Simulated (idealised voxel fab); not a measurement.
process module | voxel transistor to metal
cross-section cut | 280 nm wide | cells 5 nm
A cross-section is a grid of square cells, given in bands from the top down. A band is one or more rows of cells.
Each band's line starts with the height of the band's top and of its bottom, in nm. Then come its materials from left to right, each with its width in nm. One material with "throughout" fills the band from edge to edge. "air" is empty space.
Height 0 is the level under which the wafer as received is all one material. The lowest band goes on downwards, as in "0 down".
A width such as "30 to 40" changes by the same amount from each row of cells to the next, from the band's top row to its bottom row.
"no change" after a step means that no cell of the cross-section changed.
closed voids: empty space of 8 cells or more with no open way to the top, each as width x height at its distance from the left edge, in nm
after a step's settings: what the simulator itself notes on the step
overlay nm, on a step with a mask: how far to the right of its planned place the mask lay; to the left if negative
plan
1 op RECEIVE | material Si
2 op OXIDIZE | depth nm 5
3 op CONFORMAL_DEP | material SiN | thk nm 15
4 op MASKED_ETCH | tone cover | mask id ACTIVE | width nm 105 | pitch nm 135 | etch materials SiN | depth nm 15 | overlay nm 0
5 op MASKED_ETCH | tone cover | mask id ACTIVE | width nm 105 | pitch nm 135 | etch materials SiO2 | depth nm 5 | overlay nm 0
6 op MASKED_ETCH | tone cover | mask id ACTIVE | width nm 105 | pitch nm 135 | etch materials Si | depth nm 20 | overlay nm 0
7 op OXIDIZE | depth nm 5
8 op FILL_DEP | material SiO2 | thk nm 15
9 op CMP | height nm 15
10 op SELECTIVE_ETCH | etch materials SiO2 | depth nm 15
11 op STRIP | etch materials SiN
12 op SELECTIVE_ETCH | etch materials SiO2 | depth nm 5
13 op OXIDIZE | depth nm 5
14 op DIRECTIONAL_DEP | material polySi | thk nm 20
15 op DIRECTIONAL_DEP | material SiCN | thk nm 15
16 op PATTERN | tone cover | mask id GATE | material resist | width nm 25 | pitch nm 135 | thk nm 15 | overlay nm 0
17 op DIRECTIONAL_ETCH | etch materials SiCN | depth nm 25
18 op DIRECTIONAL_ETCH | etch materials polySi | depth nm 30
19 op STRIP | etch materials resist
20 op CONFORMAL_DEP | material SiO2 | thk nm 5
21 op DIRECTIONAL_ETCH | etch materials SiO2 | depth nm 5
22 op CONFORMAL_DEP | material SiN | thk nm 5
23 op DIRECTIONAL_ETCH | etch materials SiN | depth nm 5
24 op DIRECTIONAL_ETCH | etch materials SiO2 | depth nm 5
25 op DIRECTIONAL_ETCH | etch materials Si | depth nm 5
26 op EPI | material nSi | thk nm 10
27 op FILL_DEP | material SiO2 | thk nm 10
28 op CMP | height nm 15
29 op STRIP | etch materials polySi
30 op SELECTIVE_ETCH | etch materials SiO2 | depth nm 5
31 op CONFORMAL_DEP | material HfO2 | thk nm 5
32 op CONFORMAL_DEP | material TiN | thk nm 5
33 op FILL_DEP | material W | thk nm 5
34 op CMP | height nm 10
35 op DIRECTIONAL_DEP | material SiO2 | thk nm 10
36 op DIRECTIONAL_DEP | material aC | thk nm 10
37 op PATTERN | tone open | mask id CONTACT | material resist | width nm 20 | thk nm 30 | overlay nm 0
38 op DIRECTIONAL_ETCH | etch materials aC | depth nm 10
39 op STRIP | etch materials resist
40 op DIRECTIONAL_ETCH | etch materials SiO2 | depth nm 25
41 op STRIP | etch materials aC
42 op CONFORMAL_DEP | material TiN | thk nm 5
43 op FILL_DEP | material W | thk nm 10
44 op CMP | height nm 20
45 op DIRECTIONAL_DEP | material TiN | thk nm 5
46 op DIRECTIONAL_DEP | material Ru | thk nm 20
47 op PATTERN | tone cover | mask id METAL_1 | material resist | width nm 20 | thk nm 20 | overlay nm 0
48 op DIRECTIONAL_ETCH | etch materials Ru | depth nm 20
49 op DIRECTIONAL_ETCH | etch materials TiN | depth nm 5
50 op STRIP | etch materials resist
51 op CONFORMAL_DEP | material SiCN | thk nm 5
52 op FILL_DEP | material lowk | thk nm 10
53 op CMP | height nm 45
54 op CONFORMAL_DEP | material SiCN | thk nm 5
55 op DIRECTIONAL_DEP | material lowk | thk nm 30
56 op PATTERN | tone open | mask id METAL_2 | material resist | width nm 20 | pitch nm 135 | thk nm 15 | overlay nm 0
57 op DIRECTIONAL_ETCH | etch materials lowk | depth nm 20
58 op STRIP | etch materials resist
59 op PATTERN | tone open | mask id METAL_2_HOLES | material resist | width nm 15 | pitch nm 135 | thk nm 15 | overlay nm 0
60 op DIRECTIONAL_ETCH | etch materials lowk | depth nm 10
61 op DIRECTIONAL_ETCH | etch materials SiCN | depth nm 5
62 op STRIP | etch materials resist
63 op CONFORMAL_DEP | material TiN | thk nm 5
64 op FILL_DEP | material Ru | thk nm 5
65 op CMP | height nm 80
66 op CONFORMAL_DEP | material SiN | thk nm 5
first wafer, as planned
as received, after step 1
  0 down: Si throughout
  closed voids: none
after step 2
  0 to -5: SiO2 throughout
  below -5: unchanged
after step 3
  15 to 0: SiN throughout
  below 0: unchanged
after step 4
  15 to 0: air 20 | SiN 105 | air 30 | SiN 105 | air 20
  below 0: unchanged
after step 5
  15 to 0: air 20 | SiN 105 | air 30 | SiN 105 | air 20
  0 to -5: air 20 | SiO2 105 | air 30 | SiO2 105 | air 20
  below -5: unchanged
after step 6
  15 to 0: air 20 | SiN 105 | air 30 | SiN 105 | air 20
  0 to -5: air 20 | SiO2 105 | air 30 | SiO2 105 | air 20
  -5 to -25: air 20 | Si 105 | air 30 | Si 105 | air 20
  below -25: unchanged
after step 7
  15 to 0: air 20 | SiN 105 | air 30 | SiN 105 | air 20
  0 to -5: air 20 | SiO2 105 | air 30 | SiO2 105 | air 20
  -5 to -25: air 20 | SiO2 5 | Si 95 | SiO2 5 | air 30 | SiO2 5 | Si 95 | SiO2 5 | air 20
  -25 to -30: SiO2 25 | Si 95 | SiO2 40 | Si 95 | SiO2 25
  below -30: unchanged
after step 8
  30 to 15: SiO2 throughout
  15 to 0: SiO2 20 | SiN 105 | SiO2 30 | SiN 105 | SiO2 20
  0 to -5: SiO2 throughout
  -5 to -30: SiO2 25 | Si 95 | SiO2 40 | Si 95 | SiO2 25
  below -30: unchanged
after step 9
  15 to 0: SiO2 20 | SiN 105 | SiO2 30 | SiN 105 | SiO2 20
  below 0: unchanged
after step 10
  15 to 0: air 20 | SiN 105 | air 30 | SiN 105 | air 20
  below 0: unchanged
after step 11
  0 to -5: SiO2 throughout
  below -5: unchanged
after step 12
  -5 to -30: SiO2 25 | Si 95 | SiO2 40 | Si 95 | SiO2 25
  below -30: unchanged
after step 13
  -5 to -10: SiO2 throughout
  below -10: unchanged
after step 14
  15 to -5: polySi throughout
  below -5: unchanged
after step 15
  30 to 15: SiCN throughout
  below 15: unchanged
after step 16
  45 to 30: air 60 | resist 25 | air 110 | resist 25 | air 60
  below 30: unchanged
after step 17
  45 to 30: air 60 | resist 25 | air 110 | resist 25 | air 60
  30 to 15: air 60 | SiCN 25 | air 110 | SiCN 25 | air 60
  below 15: unchanged
after step 18
  45 to 30: air 60 | resist 25 | air 110 | resist 25 | air 60
  30 to 15: air 60 | SiCN 25 | air 110 | SiCN 25 | air 60
  15 to -5: air 60 | polySi 25 | air 110 | polySi 25 | air 60
  below -5: unchanged
after step 19
  30 to 15: air 60 | SiCN 25 | air 110 | SiCN 25 | air 60
  below 15: unchanged
after step 20
  35 to 30: air 55 | SiO2 35 | air 100 | SiO2 35 | air 55
  30 to 15: air 55 | SiO2 5 | SiCN 25 | SiO2 5 | air 100 | SiO2 5 | SiCN 25 | SiO2 5 | air 55
  15 to 0: air 55 | SiO2 5 | polySi 25 | SiO2 5 | air 100 | SiO2 5 | polySi 25 | SiO2 5 | air 55
  0 to -5: SiO2 60 | polySi 25 | SiO2 110 | polySi 25 | SiO2 60
  below -5: unchanged
after step 21
  30 to 15: air 55 | SiO2 5 | SiCN 25 | SiO2 5 | air 100 | SiO2 5 | SiCN 25 | SiO2 5 | air 55
  15 to -5: air 55 | SiO2 5 | polySi 25 | SiO2 5 | air 100 | SiO2 5 | polySi 25 | SiO2 5 | air 55
  below -5: unchanged
after step 22
  35 to 30: air 50 | SiN 45 | air 90 | SiN 45 | air 50
  30 to 15: air 50 | SiN 5 | SiO2 5 | SiCN 25 | SiO2 5 | SiN 5 | air 90 | SiN 5 | SiO2 5 | SiCN 25 | SiO2 5 | SiN 5 | air 50
  15 to 0: air 50 | SiN 5 | SiO2 5 | polySi 25 | SiO2 5 | SiN 5 | air 90 | SiN 5 | SiO2 5 | polySi 25 | SiO2 5 | SiN 5 | air 50
  0 to -5: SiN 55 | SiO2 5 | polySi 25 | SiO2 5 | SiN 100 | SiO2 5 | polySi 25 | SiO2 5 | SiN 55
  below -5: unchanged
after step 23
  30 to 15: air 50 | SiN 5 | SiO2 5 | SiCN 25 | SiO2 5 | SiN 5 | air 90 | SiN 5 | SiO2 5 | SiCN 25 | SiO2 5 | SiN 5 | air 50
  15 to -5: air 50 | SiN 5 | SiO2 5 | polySi 25 | SiO2 5 | SiN 5 | air 90 | SiN 5 | SiO2 5 | polySi 25 | SiO2 5 | SiN 5 | air 50
  below -5: unchanged
after step 24
  30 to 25: air 50 | SiN 5 | air 5 | SiCN 25 | air 5 | SiN 5 | air 90 | SiN 5 | air 5 | SiCN 25 | air 5 | SiN 5 | air 50
  25 to 15: air 50 | SiN 5 | SiO2 5 | SiCN 25 | SiO2 5 | SiN 5 | air 90 | SiN 5 | SiO2 5 | SiCN 25 | SiO2 5 | SiN 5 | air 50
  15 to -5: air 50 | SiN 5 | SiO2 5 | polySi 25 | SiO2 5 | SiN 5 | air 90 | SiN 5 | SiO2 5 | polySi 25 | SiO2 5 | SiN 5 | air 50
  -5 to -10: air 50 | SiO2 45 | air 90 | SiO2 45 | air 50
  below -10: unchanged
after step 25
  30 to 25: air 50 | SiN 5 | air 5 | SiCN 25 | air 5 | SiN 5 | air 90 | SiN 5 | air 5 | SiCN 25 | air 5 | SiN 5 | air 50
  25 to 15: air 50 | SiN 5 | SiO2 5 | SiCN 25 | SiO2 5 | SiN 5 | air 90 | SiN 5 | SiO2 5 | SiCN 25 | SiO2 5 | SiN 5 | air 50
  15 to -5: air 50 | SiN 5 | SiO2 5 | polySi 25 | SiO2 5 | SiN 5 | air 90 | SiN 5 | SiO2 5 | polySi 25 | SiO2 5 | SiN 5 | air 50
  -5 to -10: air 50 | SiO2 45 | air 90 | SiO2 45 | air 50
  -10 to -15: SiO2 25 | air 25 | Si 45 | air 25 | SiO2 40 | air 25 | Si 45 | air 25 | SiO2 25
  below -15: unchanged
after step 26
  30 to 25: air 50 | SiN 5 | air 5 | SiCN 25 | air 5 | SiN 5 | air 90 | SiN 5 | air 5 | SiCN 25 | air 5 | SiN 5 | air 50
  25 to 15: air 50 | SiN 5 | SiO2 5 | SiCN 25 | SiO2 5 | SiN 5 | air 90 | SiN 5 | SiO2 5 | SiCN 25 | SiO2 5 | SiN 5 | air 50
  15 to 0: air 50 | SiN 5 | SiO2 5 | polySi 25 | SiO2 5 | SiN 5 | air 90 | SiN 5 | SiO2 5 | polySi 25 | SiO2 5 | SiN 5 | air 50
  0 to -5: air 40 | nSi 10 | SiN 5 | SiO2 5 | polySi 25 | SiO2 5 | SiN 5 | nSi 10 | air 70 | nSi 10 | SiN 5 | SiO2 5 | polySi 25 | SiO2 5 | SiN 5 | nSi 10 | air 40
  -5 to -10: air 20 | nSi 30 | SiO2 45 | nSi 30 | air 30 | nSi 30 | SiO2 45 | nSi 30 | air 20
  -10 to -15: SiO2 25 | nSi 25 | Si 45 | nSi 25 | SiO2 40 | nSi 25 | Si 45 | nSi 25 | SiO2 25
  below -15: unchanged
after step 27
  40 to 30: SiO2 throughout
  30 to 15: SiO2 50 | SiN 5 | SiO2 5 | SiCN 25 | SiO2 5 | SiN 5 | SiO2 90 | SiN 5 | SiO2 5 | SiCN 25 | SiO2 5 | SiN 5 | SiO2 50
  15 to 0: SiO2 50 | SiN 5 | SiO2 5 | polySi 25 | SiO2 5 | SiN 5 | SiO2 90 | SiN 5 | SiO2 5 | polySi 25 | SiO2 5 | SiN 5 | SiO2 50
  0 to -5: SiO2 40 | nSi 10 | SiN 5 | SiO2 5 | polySi 25 | SiO2 5 | SiN 5 | nSi 10 | SiO2 70 | nSi 10 | SiN 5 | SiO2 5 | polySi 25 | SiO2 5 | SiN 5 | nSi 10 | SiO2 40
  -5 to -10: SiO2 20 | nSi 30 | SiO2 45 | nSi 30 | SiO2 30 | nSi 30 | SiO2 45 | nSi 30 | SiO2 20
  below -10: unchanged
after step 28
  15 to 0: SiO2 50 | SiN 5 | SiO2 5 | polySi 25 | SiO2 5 | SiN 5 | SiO2 90 | SiN 5 | SiO2 5 | polySi 25 | SiO2 5 | SiN 5 | SiO2 50
  below 0: unchanged
after step 29
  15 to 0: SiO2 50 | SiN 5 | SiO2 5 | air 25 | SiO2 5 | SiN 5 | SiO2 90 | SiN 5 | SiO2 5 | air 25 | SiO2 5 | SiN 5 | SiO2 50
  0 to -5: SiO2 40 | nSi 10 | SiN 5 | SiO2 5 | air 25 | SiO2 5 | SiN 5 | nSi 10 | SiO2 70 | nSi 10 | SiN 5 | SiO2 5 | air 25 | SiO2 5 | SiN 5 | nSi 10 | SiO2 40
  below -5: unchanged
after step 30
  15 to 10: air 50 | SiN 5 | air 35 | SiN 5 | air 90 | SiN 5 | air 35 | SiN 5 | air 50
  10 to 0: SiO2 50 | SiN 5 | air 35 | SiN 5 | SiO2 90 | SiN 5 | air 35 | SiN 5 | SiO2 50
  0 to -5: SiO2 40 | nSi 10 | SiN 5 | air 35 | SiN 5 | nSi 10 | SiO2 70 | nSi 10 | SiN 5 | air 35 | SiN 5 | nSi 10 | SiO2 40
  -5 to -10: SiO2 20 | nSi 30 | SiO2 5 | air 35 | SiO2 5 | nSi 30 | SiO2 30 | nSi 30 | SiO2 5 | air 35 | SiO2 5 | nSi 30 | SiO2 20
  below -10: unchanged
after step 31
  20 to 15: air 45 | HfO2 15 | air 25 | HfO2 15 | air 80 | HfO2 15 | air 25 | HfO2 15 | air 45
  15 to 10: HfO2 50 | SiN 5 | HfO2 5 | air 25 | HfO2 5 | SiN 5 | HfO2 90 | SiN 5 | HfO2 5 | air 25 | HfO2 5 | SiN 5 | HfO2 50
  10 to 0: SiO2 50 | SiN 5 | HfO2 5 | air 25 | HfO2 5 | SiN 5 | SiO2 90 | SiN 5 | HfO2 5 | air 25 | HfO2 5 | SiN 5 | SiO2 50
  0 to -5: SiO2 40 | nSi 10 | SiN 5 | HfO2 5 | air 25 | HfO2 5 | SiN 5 | nSi 10 | SiO2 70 | nSi 10 | SiN 5 | HfO2 5 | air 25 | HfO2 5 | SiN 5 | nSi 10 | SiO2 40
  -5 to -10: SiO2 20 | nSi 30 | SiO2 5 | HfO2 35 | SiO2 5 | nSi 30 | SiO2 30 | nSi 30 | SiO2 5 | HfO2 35 | SiO2 5 | nSi 30 | SiO2 20
  below -10: unchanged
after step 32
  25 to 20: air 40 | TiN 25 | air 15 | TiN 25 | air 70 | TiN 25 | air 15 | TiN 25 | air 40
  20 to 15: TiN 45 | HfO2 15 | TiN 5 | air 15 | TiN 5 | HfO2 15 | TiN 80 | HfO2 15 | TiN 5 | air 15 | TiN 5 | HfO2 15 | TiN 45
  15 to 10: HfO2 50 | SiN 5 | HfO2 5 | TiN 5 | air 15 | TiN 5 | HfO2 5 | SiN 5 | HfO2 90 | SiN 5 | HfO2 5 | TiN 5 | air 15 | TiN 5 | HfO2 5 | SiN 5 | HfO2 50
  10 to 0: SiO2 50 | SiN 5 | HfO2 5 | TiN 5 | air 15 | TiN 5 | HfO2 5 | SiN 5 | SiO2 90 | SiN 5 | HfO2 5 | TiN 5 | air 15 | TiN 5 | HfO2 5 | SiN 5 | SiO2 50
  0 to -5: SiO2 40 | nSi 10 | SiN 5 | HfO2 5 | TiN 25 | HfO2 5 | SiN 5 | nSi 10 | SiO2 70 | nSi 10 | SiN 5 | HfO2 5 | TiN 25 | HfO2 5 | SiN 5 | nSi 10 | SiO2 40
  below -5: unchanged
after step 33
  30 to 25: W throughout
  25 to 20: W 40 | TiN 25 | W 15 | TiN 25 | W 70 | TiN 25 | W 15 | TiN 25 | W 40
  20 to 15: TiN 45 | HfO2 15 | TiN 5 | W 15 | TiN 5 | HfO2 15 | TiN 80 | HfO2 15 | TiN 5 | W 15 | TiN 5 | HfO2 15 | TiN 45
  15 to 10: HfO2 50 | SiN 5 | HfO2 5 | TiN 5 | W 15 | TiN 5 | HfO2 5 | SiN 5 | HfO2 90 | SiN 5 | HfO2 5 | TiN 5 | W 15 | TiN 5 | HfO2 5 | SiN 5 | HfO2 50
  10 to 0: SiO2 50 | SiN 5 | HfO2 5 | TiN 5 | W 15 | TiN 5 | HfO2 5 | SiN 5 | SiO2 90 | SiN 5 | HfO2 5 | TiN 5 | W 15 | TiN 5 | HfO2 5 | SiN 5 | SiO2 50
  below 0: unchanged
after step 34
  10 to 0: SiO2 50 | SiN 5 | HfO2 5 | TiN 5 | W 15 | TiN 5 | HfO2 5 | SiN 5 | SiO2 90 | SiN 5 | HfO2 5 | TiN 5 | W 15 | TiN 5 | HfO2 5 | SiN 5 | SiO2 50
  below 0: unchanged
after step 35
  20 to 10: SiO2 throughout
  below 10: unchanged
after step 36
  30 to 20: aC throughout
  below 20: unchanged
after step 37
  60 to 30: resist 25 | air 20 | resist 55 | air 20 | resist 40 | air 20 | resist 55 | air 20 | resist 25
  below 30: unchanged
after step 38
  50 to 30: resist 25 | air 20 | resist 55 | air 20 | resist 40 | air 20 | resist 55 | air 20 | resist 25
  30 to 20: aC 25 | air 20 | aC 55 | air 20 | aC 40 | air 20 | aC 55 | air 20 | aC 25
  below 20: unchanged
after step 39
  30 to 20: aC 25 | air 20 | aC 55 | air 20 | aC 40 | air 20 | aC 55 | air 20 | aC 25
  below 20: unchanged
after step 40
  30 to 20: aC 25 | air 20 | aC 55 | air 20 | aC 40 | air 20 | aC 55 | air 20 | aC 25
  20 to 10: SiO2 25 | air 20 | SiO2 55 | air 20 | SiO2 40 | air 20 | SiO2 55 | air 20 | SiO2 25
  10 to 0: SiO2 25 | air 20 | SiO2 5 | SiN 5 | HfO2 5 | TiN 5 | W 15 | TiN 5 | HfO2 5 | SiN 5 | SiO2 5 | air 20 | SiO2 40 | air 20 | SiO2 5 | SiN 5 | HfO2 5 | TiN 5 | W 15 | TiN 5 | HfO2 5 | SiN 5 | SiO2 5 | air 20 | SiO2 25
  0 to -5: SiO2 25 | air 15 | nSi 10 | SiN 5 | HfO2 5 | TiN 25 | HfO2 5 | SiN 5 | nSi 10 | air 15 | SiO2 40 | air 15 | nSi 10 | SiN 5 | HfO2 5 | TiN 25 | HfO2 5 | SiN 5 | nSi 10 | air 15 | SiO2 25
  below -5: unchanged
after step 41
  20 to 10: SiO2 25 | air 20 | SiO2 55 | air 20 | SiO2 40 | air 20 | SiO2 55 | air 20 | SiO2 25
  below 10: unchanged
after step 42
  25 to 20: TiN 30 | air 10 | TiN 65 | air 10 | TiN 50 | air 10 | TiN 65 | air 10 | TiN 30
  20 to 10: SiO2 25 | TiN 5 | air 10 | TiN 5 | SiO2 55 | TiN 5 | air 10 | TiN 5 | SiO2 40 | TiN 5 | air 10 | TiN 5 | SiO2 55 | TiN 5 | air 10 | TiN 5 | SiO2 25
  10 to 0: SiO2 25 | TiN 5 | air 10 to 5 | TiN 5 to 10 | SiO2 5 | SiN 5 | HfO2 5 | TiN 5 | W 15 | TiN 5 | HfO2 5 | SiN 5 | SiO2 5 | TiN 5 to 10 | air 10 to 5 | TiN 5 | SiO2 40 | TiN 5 | air 10 to 5 | TiN 5 to 10 | SiO2 5 | SiN 5 | HfO2 5 | TiN 5 | W 15 | TiN 5 | HfO2 5 | SiN 5 | SiO2 5 | TiN 5 to 10 | air 10 to 5 | TiN 5 | SiO2 25
  0 to -5: SiO2 25 | TiN 15 | nSi 10 | SiN 5 | HfO2 5 | TiN 25 | HfO2 5 | SiN 5 | nSi 10 | TiN 15 | SiO2 40 | TiN 15 | nSi 10 | SiN 5 | HfO2 5 | TiN 25 | HfO2 5 | SiN 5 | nSi 10 | TiN 15 | SiO2 25
  below -5: unchanged
after step 43
  35 to 25: W throughout
  25 to 20: TiN 30 | W 10 | TiN 65 | W 10 | TiN 50 | W 10 | TiN 65 | W 10 | TiN 30
  20 to 10: SiO2 25 | TiN 5 | W 10 | TiN 5 | SiO2 55 | TiN 5 | W 10 | TiN 5 | SiO2 40 | TiN 5 | W 10 | TiN 5 | SiO2 55 | TiN 5 | W 10 | TiN 5 | SiO2 25
  10 to 0: SiO2 25 | TiN 5 | W 10 to 5 | TiN 5 to 10 | SiO2 5 | SiN 5 | HfO2 5 | TiN 5 | W 15 | TiN 5 | HfO2 5 | SiN 5 | SiO2 5 | TiN 5 to 10 | W 10 to 5 | TiN 5 | SiO2 40 | TiN 5 | W 10 to 5 | TiN 5 to 10 | SiO2 5 | SiN 5 | HfO2 5 | TiN 5 | W 15 | TiN 5 | HfO2 5 | SiN 5 | SiO2 5 | TiN 5 to 10 | W 10 to 5 | TiN 5 | SiO2 25
  below 0: unchanged
after step 44
  20 to 10: SiO2 25 | TiN 5 | W 10 | TiN 5 | SiO2 55 | TiN 5 | W 10 | TiN 5 | SiO2 40 | TiN 5 | W 10 | TiN 5 | SiO2 55 | TiN 5 | W 10 | TiN 5 | SiO2 25
  below 10: unchanged
after step 45
  25 to 20: TiN throughout
  below 20: unchanged
after step 46
  45 to 25: Ru throughout
  below 25: unchanged
after step 47
  65 to 45: air 25 | resist 20 | air 55 | resist 20 | air 40 | resist 20 | air 55 | resist 20 | air 25
  below 45: unchanged
after step 48
  65 to 45: air 25 | resist 20 | air 55 | resist 20 | air 40 | resist 20 | air 55 | resist 20 | air 25
  45 to 25: air 25 | Ru 20 | air 55 | Ru 20 | air 40 | Ru 20 | air 55 | Ru 20 | air 25
  below 25: unchanged
after step 49
  65 to 45: air 25 | resist 20 | air 55 | resist 20 | air 40 | resist 20 | air 55 | resist 20 | air 25
  45 to 25: air 25 | Ru 20 | air 55 | Ru 20 | air 40 | Ru 20 | air 55 | Ru 20 | air 25
  25 to 20: air 25 | TiN 20 | air 55 | TiN 20 | air 40 | TiN 20 | air 55 | TiN 20 | air 25
  below 20: unchanged
after step 50
  45 to 25: air 25 | Ru 20 | air 55 | Ru 20 | air 40 | Ru 20 | air 55 | Ru 20 | air 25
  below 25: unchanged
after step 51
  50 to 45: air 20 | SiCN 30 | air 45 | SiCN 30 | air 30 | SiCN 30 | air 45 | SiCN 30 | air 20
  45 to 25: air 20 | SiCN 5 | Ru 20 | SiCN 5 | air 45 | SiCN 5 | Ru 20 | SiCN 5 | air 30 | SiCN 5 | Ru 20 | SiCN 5 | air 45 | SiCN 5 | Ru 20 | SiCN 5 | air 20
  25 to 20: SiCN 25 | TiN 20 | SiCN 55 | TiN 20 | SiCN 40 | TiN 20 | SiCN 55 | TiN 20 | SiCN 25
  below 20: unchanged
after step 52
  60 to 50: lowk throughout
  50 to 45: lowk 20 | SiCN 30 | lowk 45 | SiCN 30 | lowk 30 | SiCN 30 | lowk 45 | SiCN 30 | lowk 20
  45 to 25: lowk 20 | SiCN 5 | Ru 20 | SiCN 5 | lowk 45 | SiCN 5 | Ru 20 | SiCN 5 | lowk 30 | SiCN 5 | Ru 20 | SiCN 5 | lowk 45 | SiCN 5 | Ru 20 | SiCN 5 | lowk 20
  below 25: unchanged
after step 53
  45 to 25: lowk 20 | SiCN 5 | Ru 20 | SiCN 5 | lowk 45 | SiCN 5 | Ru 20 | SiCN 5 | lowk 30 | SiCN 5 | Ru 20 | SiCN 5 | lowk 45 | SiCN 5 | Ru 20 | SiCN 5 | lowk 20
  below 25: unchanged
after step 54
  50 to 45: SiCN throughout
  below 45: unchanged
after step 55
  80 to 50: lowk throughout
  below 50: unchanged
after step 56
  95 to 80: resist 25 | air 20 | resist 115 | air 20 | resist 100
  below 80: unchanged
after step 57
  95 to 80: resist 25 | air 20 | resist 115 | air 20 | resist 100
  80 to 60: lowk 25 | air 20 | lowk 115 | air 20 | lowk 100
  below 60: unchanged
after step 58
  80 to 60: lowk 25 | air 20 | lowk 115 | air 20 | lowk 100
  below 60: unchanged
after step 59
  95 to 80: resist 25 | air 15 | resist 120 | air 15 | resist 105
  80 to 60: lowk 25 | air 15 | resist 5 | lowk 115 | air 15 | resist 5 | lowk 100
  below 60: unchanged
after step 60
  95 to 80: resist 25 | air 15 | resist 120 | air 15 | resist 105
  80 to 60: lowk 25 | air 15 | resist 5 | lowk 115 | air 15 | resist 5 | lowk 100
  60 to 50: lowk 25 | air 15 | lowk 120 | air 15 | lowk 105
  below 50: unchanged
after step 61
  95 to 80: resist 25 | air 15 | resist 120 | air 15 | resist 105
  80 to 60: lowk 25 | air 15 | resist 5 | lowk 115 | air 15 | resist 5 | lowk 100
  60 to 50: lowk 25 | air 15 | lowk 120 | air 15 | lowk 105
  50 to 45: SiCN 25 | air 15 | SiCN 120 | air 15 | SiCN 105
  below 45: unchanged
after step 62
  80 to 60: lowk 25 | air 20 | lowk 115 | air 20 | lowk 100
  below 60: unchanged
after step 63
  85 to 80: TiN 30 | air 10 | TiN 125 | air 10 | TiN 105
  80 to 65: lowk 25 | TiN 5 | air 10 | TiN 5 | lowk 115 | TiN 5 | air 10 | TiN 5 | lowk 100
  65 to 60: lowk 25 | TiN 5 | air 5 | TiN 10 | lowk 115 | TiN 5 | air 5 | TiN 10 | lowk 100
  60 to 50: lowk 25 | TiN 5 | air 5 | TiN 5 | lowk 120 | TiN 5 | air 5 | TiN 5 | lowk 105
  50 to 45: SiCN 25 | TiN 15 | SiCN 120 | TiN 15 | SiCN 105
  below 45: unchanged
after step 64
  90 to 85: Ru throughout
  85 to 80: TiN 30 | Ru 10 | TiN 125 | Ru 10 | TiN 105
  80 to 65: lowk 25 | TiN 5 | Ru 10 | TiN 5 | lowk 115 | TiN 5 | Ru 10 | TiN 5 | lowk 100
  65 to 60: lowk 25 | TiN 5 | Ru 5 | TiN 10 | lowk 115 | TiN 5 | Ru 5 | TiN 10 | lowk 100
  60 to 50: lowk 25 | TiN 5 | Ru 5 | TiN 5 | lowk 120 | TiN 5 | Ru 5 | TiN 5 | lowk 105
  below 50: unchanged
after step 65
  80 to 65: lowk 25 | TiN 5 | Ru 10 | TiN 5 | lowk 115 | TiN 5 | Ru 10 | TiN 5 | lowk 100
  below 65: unchanged
after step 66
  85 to 80: SiN throughout
  below 80: unchanged
second wafer: like start, like plan, one mistake. Through step 55 it matches the first wafer
when step 56 should have ended
  95 to 80: resist 20 | air 30 | resist 105 | air 30 | resist 95
  below 80: unchanged
when step 57 should have ended
  95 to 80: resist 20 | air 30 | resist 105 | air 30 | resist 95
  80 to 60: lowk 20 | air 30 | lowk 105 | air 30 | lowk 95
  below 60: unchanged
when step 58 should have ended
  80 to 60: lowk 20 | air 30 | lowk 105 | air 30 | lowk 95
  below 60: unchanged
when step 59 should have ended
  95 to 80: resist 25 | air 15 | resist 120 | air 15 | resist 105
  80 to 60: lowk 20 | resist 5 | air 15 | resist 10 | lowk 105 | resist 5 | air 15 | resist 10 | lowk 95
  below 60: unchanged
when step 60 should have ended
  95 to 80: resist 25 | air 15 | resist 120 | air 15 | resist 105
  80 to 60: lowk 20 | resist 5 | air 15 | resist 10 | lowk 105 | resist 5 | air 15 | resist 10 | lowk 95
  60 to 50: lowk 25 | air 15 | lowk 120 | air 15 | lowk 105
  below 50: unchanged
when step 61 should have ended
  95 to 80: resist 25 | air 15 | resist 120 | air 15 | resist 105
  80 to 60: lowk 20 | resist 5 | air 15 | resist 10 | lowk 105 | resist 5 | air 15 | resist 10 | lowk 95
  60 to 50: lowk 25 | air 15 | lowk 120 | air 15 | lowk 105
  50 to 45: SiCN 25 | air 15 | SiCN 120 | air 15 | SiCN 105
  below 45: unchanged
when step 62 should have ended
  80 to 60: lowk 20 | air 30 | lowk 105 | air 30 | lowk 95
  below 60: unchanged
when step 63 should have ended
  85 to 80: TiN 25 | air 20 | TiN 115 | air 20 | TiN 100
  80 to 65: lowk 20 | TiN 5 | air 20 | TiN 5 | lowk 105 | TiN 5 | air 20 | TiN 5 | lowk 95
  65 to 60: lowk 20 | TiN 10 | air 5 | TiN 15 | lowk 105 | TiN 10 | air 5 | TiN 15 | lowk 95
  60 to 50: lowk 25 | TiN 5 | air 5 | TiN 5 | lowk 120 | TiN 5 | air 5 | TiN 5 | lowk 105
  50 to 45: SiCN 25 | TiN 15 | SiCN 120 | TiN 15 | SiCN 105
  below 45: unchanged
when step 64 should have ended
  90 to 85: Ru throughout
  85 to 80: TiN 25 | Ru 20 | TiN 115 | Ru 20 | TiN 100
  80 to 65: lowk 20 | TiN 5 | Ru 20 | TiN 5 | lowk 105 | TiN 5 | Ru 20 | TiN 5 | lowk 95
  65 to 60: lowk 20 | TiN 10 | Ru 5 | TiN 15 | lowk 105 | TiN 10 | Ru 5 | TiN 15 | lowk 95
  60 to 50: lowk 25 | TiN 5 | Ru 5 | TiN 5 | lowk 120 | TiN 5 | Ru 5 | TiN 5 | lowk 105
  below 50: unchanged
when step 65 should have ended
  80 to 65: lowk 20 | TiN 5 | Ru 20 | TiN 5 | lowk 105 | TiN 5 | Ru 20 | TiN 5 | lowk 95
  below 65: unchanged
when step 66 should have ended
  85 to 80: SiN throughout
  below 80: unchanged
what went wrong: step 56 ran as: op PATTERN | tone open | mask id METAL_2 | material resist | width nm 30 | pitch nm 135 | thk nm 15 | overlay nm 0
at the end the second wafer has, in cells: 12 more of Ru | 4 more of TiN | 16 fewer of lowk
